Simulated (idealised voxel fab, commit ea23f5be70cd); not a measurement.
This section sets out a process module, namely voxel spacer lines.
It is cross-section cut that appears here, measuring 270 nm in width, its square cells being 5 nm in size.
Think of the cross-section as a grid of square cells. We describe it in bands, top to bottom, and each band covers one or more rows of those cells.
This entry defines a band. It first specifies the height of the band's top and the height of its bottom in nm, and then specifies the band's materials from left to right, stating each material with its width in nm. The word "throughout" identifies a single material that fills the band from edge to edge, while the word "blank" identifies empty space.
For the purposes of this specification, 0 denotes the height below which the wafer in its as-received condition is composed wholly of one material, and the lowermost band, lacking a lower limit, extends downward without end, as expressed in "0..down".
The notation "30..40" denotes a width that varies across the rows of cells in the band, beginning at the first number in the top row, finishing at the second number in the bottom row, and changing by an identical amount from each row to the next.
It should be understood that the words "nothing was modified", when stated for a given step, signify that the cross-section underwent no change in any of its cells during that step.
Basically, "closed voids" tells you about the enclosed voids: empty spaces with no open way to the top, 8 cells or bigger, each written width x height at distance, where distance is from the left edge, all in nm.
Past the settings on a step's line: simulator remark, on that step.
overlay nm: right-of-plan distance of the mask on a masked step; negative values mean left-of-plan.
Listed below are the process steps as planned:
1) RECEIVE | material Si
2) CONFORMAL_DEP | material SiO2 | thk nm 5
3) DIRECTIONAL_DEP | material TiN | thk nm 10
4) DIRECTIONAL_DEP | material aC | thk nm 30
5) PATTERN | tone cover | mask id MANDREL | material resist | width nm 15 | pitch nm 60 | thk nm 40 | overlay nm 0
6) DIRECTIONAL_ETCH | etch materials aC | depth nm 30
7) STRIP | etch materials resist
8) CONFORMAL_DEP | material SiN | thk nm 15
9) DIRECTIONAL_ETCH | etch materials SiN | depth nm 15
10) STRIP | etch materials aC
11) DIRECTIONAL_ETCH | etch materials TiN | depth nm 10
12) STRIP | etch materials SiN
13) FILL_DEP | material SiO2 | thk nm 10
14) CMP | height nm 15
The following pertains to the first of two wafers, which was processed as planned:
Incoming wafer, cross-sectional view, post step 1:
> 0..down  Si throughout
> closed voids: none
Take a look at the wafer's cross-section after step 2:
> 5..0  SiO2 throughout
> Below 0 it's all the same as before, nothing changed down there.
Take a look at the wafer's cross-section after step 3:
> 15..5  TiN throughout
> Below 5 it's all the same as before, nothing changed down there.
Take a look at the wafer's cross-section after step 4:
> 45..15  aC throughout
> Below 15 it's all the same as before, nothing changed down there.
Take a look at the wafer's cross-section after step 5:
> 85..45  65 blank, 15 resist, 45 blank, 15 resist, 45 blank, 15 resist, 70 blank
> Below 45 it's all the same as before, nothing changed down there.
Take a look at the wafer's cross-section after step 6:
> 55..45  65 blank, 15 resist, 45 blank, 15 resist, 45 blank, 15 resist, 70 blank
> 45..15  65 blank, 15 aC, 45 blank, 15 aC, 45 blank, 15 aC, 70 blank
> Below 15 it's all the same as before, nothing changed down there.
Take a look at the wafer's cross-section after step 7:
> 45..15  65 blank, 15 aC, 45 blank, 15 aC, 45 blank, 15 aC, 70 blank
> Below 15 it's all the same as before, nothing changed down there.
Take a look at the wafer's cross-section after step 8:
> 60..45  50 blank, 45 SiN, 15 blank, 45 SiN, 15 blank, 45 SiN, 55 blank
> 45..30  50 blank, 15 SiN, 15 aC, 15 SiN, 15 blank, 15 SiN, 15 aC, 15 SiN, 15 blank, 15 SiN, 15 aC, 15 SiN, 55 blank
> 30..15  65 SiN, 15 aC, 45 SiN, 15 aC, 45 SiN, 15 aC, 70 SiN
> Below 15 it's all the same as before, nothing changed down there.
Take a look at the wafer's cross-section after step 9:
> 45..15  50 blank, 15 SiN, 15 aC, 15 SiN, 15 blank, 15 SiN, 15 aC, 15 SiN, 15 blank, 15 SiN, 15 aC, 15 SiN, 55 blank
> Below 15 it's all the same as before, nothing changed down there.
Take a look at the wafer's cross-section after step 10:
> 45..15  50 blank, 15 SiN, 15 blank, 15 SiN, 15 blank, 15 SiN, 15 blank, 15 SiN, 15 blank, 15 SiN, 15 blank, 15 SiN, 55 blank
> Below 15 it's all the same as before, nothing changed down there.
Take a look at the wafer's cross-section after step 11:
> 45..15  50 blank, 15 SiN, 15 blank, 15 SiN, 15 blank, 15 SiN, 15 blank, 15 SiN, 15 blank, 15 SiN, 15 blank, 15 SiN, 55 blank
> 15..5  50 blank, 15 TiN, 15 blank, 15 TiN, 15 blank, 15 TiN, 15 blank, 15 TiN, 15 blank, 15 TiN, 15 blank, 15 TiN, 55 blank
> Below 5 it's all the same as before, nothing changed down there.
Take a look at the wafer's cross-section after step 12:
> 15..5  50 blank, 15 TiN, 15 blank, 15 TiN, 15 blank, 15 TiN, 15 blank, 15 TiN, 15 blank, 15 TiN, 15 blank, 15 TiN, 55 blank
> Below 5 it's all the same as before, nothing changed down there.
Take a look at the wafer's cross-section after step 13:
> 25..15  SiO2 throughout
> 15..5  50 SiO2, 15 TiN, 15 SiO2, 15 TiN, 15 SiO2, 15 TiN, 15 SiO2, 15 TiN, 15 SiO2, 15 TiN, 15 SiO2, 15 TiN, 55 SiO2
> Below 5 it's all the same as before, nothing changed down there.
Take a look at the wafer's cross-section after step 14:
> 15..5  50 SiO2, 15 TiN, 15 SiO2, 15 TiN, 15 SiO2, 15 TiN, 15 SiO2, 15 TiN, 15 SiO2, 15 TiN, 15 SiO2, 15 TiN, 55 SiO2
> Below 5 it's all the same as before, nothing changed down there.
It is to be noted that the second wafer proceeded from the same initial state and according to the same plan as the first, although one mistake was committed in its execution; through step 2, inclusive, the two wafers share an identical history:
At the planned end of step 3, the second wafer in cross-section:
> 35..5  aC throughout
> Below 5 it's all the same as before, nothing changed down there.
At the planned end of step 4, the second wafer in cross-section:
> 45..35  TiN throughout
> Below 35 it's all the same as before, nothing changed down there.
At the planned end of step 5, the second wafer in cross-section:
> 85..45  65 blank, 15 resist, 45 blank, 15 resist, 45 blank, 15 resist, 70 blank
> Below 45 it's all the same as before, nothing changed down there.
At the planned end of step 6, the second wafer in cross-section:
> 55..45  65 blank, 15 resist, 45 blank, 15 resist, 45 blank, 15 resist, 70 blank
> Below 45 it's all the same as before, nothing changed down there.
At the planned end of step 7, the second wafer in cross-section:
> 45..35  TiN throughout
> Below 35 it's all the same as before, nothing changed down there.
At the planned end of step 8, the second wafer in cross-section:
> 60..45  SiN throughout
> Below 45 it's all the same as before, nothing changed down there.
At the planned end of step 9, the second wafer in cross-section:
> 45..35  TiN throughout
> Below 35 it's all the same as before, nothing changed down there.
At the planned end of step 10, the second wafer in cross-section: nothing was modified
At the planned end of step 11, the second wafer in cross-section:
> 35..5  aC throughout
> Below 5 it's all the same as before, nothing changed down there.
At the planned end of step 12, the second wafer in cross-section: nothing was modified
At the planned end of step 13, the second wafer in cross-section:
> 45..35  SiO2 throughout
> Below 35 it's all the same as before, nothing changed down there.
At the planned end of step 14, the second wafer in cross-section:
> 15..5  aC throughout
> Below 5 it's all the same as before, nothing changed down there.
Here's what went sideways: a sequencing error occurred in which plan steps 3 and 4 were transposed
Materials where the second wafer ends with more or fewer cells than the first: SiO2 -72 | TiN -36 | aC +108
